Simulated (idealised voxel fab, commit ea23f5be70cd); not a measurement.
Process module in this document: voxel self aligned contacts
Section shown: cut. Width: 220 nm. Cell size: 5 nm, square.
A cross-section is a grid of square cells, given in bands from the top down. A band is one or more rows of cells.
Top height, bottom height, nm. Materials left to right, width each, nm. Single material + "all across" = fills band edge to edge. "air" = empty.
Heights from 0 (as-received wafer is one material below). Bottom band endless downward, as "z 0 and below".
The width entry "30->40" should be interpreted row by row: the top row of cells in the band takes the first number, the bottom row takes the second number, and the change between adjacent rows is uniform throughout.
"nothing changed", as given for a step, is the statement that not any cell of the cross-section underwent a change during that step.
Basically, "Closed void inventory" tells you about the enclosed voids: empty spaces with no open way to the top, 8 cells or bigger, each written width x height at distance, where distance is from the left edge, all in nm.
Read whatever lies past the settings on a step's line as the simulator's own remark about the step.
For masked steps, "overlay nm" on the step line gives how far right of plan the mask actually lay; a minus sign means it lay to the left.

-- Process steps - plan
| 1 | RECEIVE, material Si |
| 2 | OXIDIZE, depth nm 5 |
| 3 | DIRECTIONAL_DEP, material polySi, thk nm 30 |
| 4 | DIRECTIONAL_DEP, material SiN, thk nm 25 |
| 5 | PATTERN, tone cover, mask id GATE, material resist, width nm 30, pitch nm 70, thk nm 15, overlay nm 0 |
| 6 | DIRECTIONAL_ETCH, etch materials SiN, depth nm 25 |
| 7 | DIRECTIONAL_ETCH, etch materials polySi, depth nm 30 |
| 8 | STRIP, etch materials resist |
| 9 | CONFORMAL_DEP, material SiN, thk nm 10 |
| 10 | DIRECTIONAL_ETCH, etch materials SiN, depth nm 10 |
| 11 | FILL_DEP, material SiO2, thk nm 15 |
| 12 | CMP, height nm 60 |
| 13 | PATTERN, tone open, mask id CONTACT, material resist, width nm 50, pitch nm 70, thk nm 15, overlay nm 0 |
| 14 | DIRECTIONAL_ETCH, etch materials SiO2, depth nm 65 |
| 15 | STRIP, etch materials resist |
| 16 | CONFORMAL_DEP, material TiN, thk nm 5 |
| 17 | FILL_DEP, material W, thk nm 10 |
| 18 | CMP, height nm 60 |
| 19 | CONFORMAL_DEP, material SiN, thk nm 5 |

-- What follows covers the first of two wafers; it ran as planned

-- Wafer at receipt (post step 1), cross-section
* z 0 and below: Si all across
* Closed void inventory: none

-- You're looking at a cross-section of the wafer after step 2
* z 0 to -5: SiO2 all across
* At heights below -5, the structure remains unaltered.

-- You're looking at a cross-section of the wafer after step 3
* z 30 to 0: polySi all across
* At heights below 0, the structure remains unaltered.

-- You're looking at a cross-section of the wafer after step 4
* z 55 to 30: SiN all across
* At heights below 30, the structure remains unaltered.

-- You're looking at a cross-section of the wafer after step 5
* z 70 to 55: air=25  resist=30  air=40  resist=30  air=40  resist=30  air=25
* At heights below 55, the structure remains unaltered.

-- You're looking at a cross-section of the wafer after step 6
* z 70 to 55: air=25  resist=30  air=40  resist=30  air=40  resist=30  air=25
* z 55 to 30: air=25  SiN=30  air=40  SiN=30  air=40  SiN=30  air=25
* At heights below 30, the structure remains unaltered.

-- You're looking at a cross-section of the wafer after step 7
* z 70 to 55: air=25  resist=30  air=40  resist=30  air=40  resist=30  air=25
* z 55 to 30: air=25  SiN=30  air=40  SiN=30  air=40  SiN=30  air=25
* z 30 to 0: air=25  polySi=30  air=40  polySi=30  air=40  polySi=30  air=25
* At heights below 0, the structure remains unaltered.

-- You're looking at a cross-section of the wafer after step 8
* z 55 to 30: air=25  SiN=30  air=40  SiN=30  air=40  SiN=30  air=25
* At heights below 30, the structure remains unaltered.

-- You're looking at a cross-section of the wafer after step 9
* z 65 to 30: air=15  SiN=50  air=20  SiN=50  air=20  SiN=50  air=15
* z 30 to 10: air=15  SiN=10  polySi=30  SiN=10  air=20  SiN=10  polySi=30  SiN=10  air=20  SiN=10  polySi=30  SiN=10  air=15
* z 10 to 0: SiN=25  polySi=30  SiN=40  polySi=30  SiN=40  polySi=30  SiN=25
* At heights below 0, the structure remains unaltered.

-- You're looking at a cross-section of the wafer after step 10
* z 55 to 30: air=15  SiN=50  air=20  SiN=50  air=20  SiN=50  air=15
* z 30 to 0: air=15  SiN=10  polySi=30  SiN=10  air=20  SiN=10  polySi=30  SiN=10  air=20  SiN=10  polySi=30  SiN=10  air=15
* At heights below 0, the structure remains unaltered.

-- You're looking at a cross-section of the wafer after step 11
* z 70 to 55: SiO2 all across
* z 55 to 30: SiO2=15  SiN=50  SiO2=20  SiN=50  SiO2=20  SiN=50  SiO2=15
* z 30 to 0: SiO2=15  SiN=10  polySi=30  SiN=10  SiO2=20  SiN=10  polySi=30  SiN=10  SiO2=20  SiN=10  polySi=30  SiN=10  SiO2=15
* At heights below 0, the structure remains unaltered.

-- You're looking at a cross-section of the wafer after step 12
* z 60 to 55: SiO2 all across
* At heights below 55, the structure remains unaltered.

-- You're looking at a cross-section of the wafer after step 13
* z 75 to 60: resist=50  air=50  resist=20  air=50  resist=50
* At heights below 60, the structure remains unaltered.

-- You're looking at a cross-section of the wafer after step 14
* z 75 to 60: resist=50  air=50  resist=20  air=50  resist=50
* z 60 to 55: SiO2=50  air=50  SiO2=20  air=50  SiO2=50
* z 55 to 30: SiO2=15  SiN=50  air=20  SiN=50  air=20  SiN=50  SiO2=15
* z 30 to 0: SiO2=15  SiN=10  polySi=30  SiN=10  air=20  SiN=10  polySi=30  SiN=10  air=20  SiN=10  polySi=30  SiN=10  SiO2=15
* z 0 to -5: SiO2=65  air=20  SiO2=50  air=20  SiO2=65
* At heights below -5, the structure remains unaltered.

-- You're looking at a cross-section of the wafer after step 15
* z 60 to 55: SiO2=50  air=50  SiO2=20  air=50  SiO2=50
* At heights below 55, the structure remains unaltered.

-- You're looking at a cross-section of the wafer after step 16
* z 65 to 60: TiN=55  air=40  TiN=30  air=40  TiN=55
* z 60 to 55: SiO2=50  TiN=20  air=10  TiN=20  SiO2=20  TiN=20  air=10  TiN=20  SiO2=50
* z 55 to 30: SiO2=15  SiN=50  TiN=5  air=10  TiN=5  SiN=50  TiN=5  air=10  TiN=5  SiN=50  SiO2=15
* z 30 to 0: SiO2=15  SiN=10  polySi=30  SiN=10  TiN=5  air=10  TiN=5  SiN=10  polySi=30  SiN=10  TiN=5  air=10  TiN=5  SiN=10  polySi=30  SiN=10  SiO2=15
* z 0 to -5: SiO2=65  TiN=20  SiO2=50  TiN=20  SiO2=65
* At heights below -5, the structure remains unaltered.

-- You're looking at a cross-section of the wafer after step 17
* z 75 to 65: W all across
* z 65 to 60: TiN=55  W=40  TiN=30  W=40  TiN=55
* z 60 to 55: SiO2=50  TiN=20  W=10  TiN=20  SiO2=20  TiN=20  W=10  TiN=20  SiO2=50
* z 55 to 30: SiO2=15  SiN=50  TiN=5  W=10  TiN=5  SiN=50  TiN=5  W=10  TiN=5  SiN=50  SiO2=15
* z 30 to 0: SiO2=15  SiN=10  polySi=30  SiN=10  TiN=5  W=10  TiN=5  SiN=10  polySi=30  SiN=10  TiN=5  W=10  TiN=5  SiN=10  polySi=30  SiN=10  SiO2=15
* At heights below 0, the structure remains unaltered.

-- You're looking at a cross-section of the wafer after step 18
* z 60 to 55: SiO2=50  TiN=20  W=10  TiN=20  SiO2=20  TiN=20  W=10  TiN=20  SiO2=50
* At heights below 55, the structure remains unaltered.

-- You're looking at a cross-section of the wafer after step 19
* z 65 to 60: SiN all across
* At heights below 60, the structure remains unaltered.

-- Wafer two of two - same starting point, same process plan, one mistake in execution; matches wafer one up to and including step 12

-- Cross-section of the second wafer at the time step 13 of the plan should have ended
* z 75 to 60: air=50  resist=50  air=20  resist=50  air=50
* At heights below 60, the structure remains unaltered.

-- Cross-section of the second wafer at the time step 14 of the plan should have ended
* z 75 to 60: air=50  resist=50  air=20  resist=50  air=50
* z 60 to 55: air=50  SiO2=50  air=20  SiO2=50  air=50
* z 55 to 30: air=15  SiN=50  SiO2=20  SiN=50  SiO2=20  SiN=50  air=15
* z 30 to 0: air=15  SiN=10  polySi=30  SiN=10  SiO2=20  SiN=10  polySi=30  SiN=10  SiO2=20  SiN=10  polySi=30  SiN=10  air=15
* z 0 to -5: air=15  SiO2=190  air=15
* At heights below -5, the structure remains unaltered.

-- Cross-section of the second wafer at the time step 15 of the plan should have ended
* z 60 to 55: air=50  SiO2=50  air=20  SiO2=50  air=50
* At heights below 55, the structure remains unaltered.

-- Cross-section of the second wafer at the time step 16 of the plan should have ended
* z 65 to 60: air=45  TiN=60  air=10  TiN=60  air=45
* z 60 to 55: air=10  TiN=40  SiO2=50  TiN=20  SiO2=50  TiN=40  air=10
* z 55 to 30: air=10  TiN=5  SiN=50  SiO2=20  SiN=50  SiO2=20  SiN=50  TiN=5  air=10
* z 30 to 0: air=10  TiN=5  SiN=10  polySi=30  SiN=10  SiO2=20  SiN=10  polySi=30  SiN=10  SiO2=20  SiN=10  polySi=30  SiN=10  TiN=5  air=10
* z 0 to -5: TiN=15  SiO2=190  TiN=15
* At heights below -5, the structure remains unaltered.

-- Cross-section of the second wafer at the time step 17 of the plan should have ended
* z 75 to 65: W all across
* z 65 to 60: W=45  TiN=60  W=10  TiN=60  W=45
* z 60 to 55: W=10  TiN=40  SiO2=50  TiN=20  SiO2=50  TiN=40  W=10
* z 55 to 30: W=10  TiN=5  SiN=50  SiO2=20  SiN=50  SiO2=20  SiN=50  TiN=5  W=10
* z 30 to 0: W=10  TiN=5  SiN=10  polySi=30  SiN=10  SiO2=20  SiN=10  polySi=30  SiN=10  SiO2=20  SiN=10  polySi=30  SiN=10  TiN=5  W=10
* At heights below 0, the structure remains unaltered.

-- Cross-section of the second wafer at the time step 18 of the plan should have ended
* z 60 to 55: W=10  TiN=40  SiO2=50  TiN=20  SiO2=50  TiN=40  W=10
* At heights below 55, the structure remains unaltered.

-- Cross-section of the second wafer at the time step 19 of the plan should have ended
* z 65 to 60: SiN all across
* At heights below 60, the structure remains unaltered.
Run error: heads up, step 13 didn't go per plan, it actually ran as PATTERN, tone cover, mask id CONTACT, material resist, width nm 50, pitch nm 70, thk nm 15, overlay nm 0
Heads up, by the end the second wafer has more or fewer cells of some materials compared to the first: SiO2: 20 more | TiN: 20 fewer
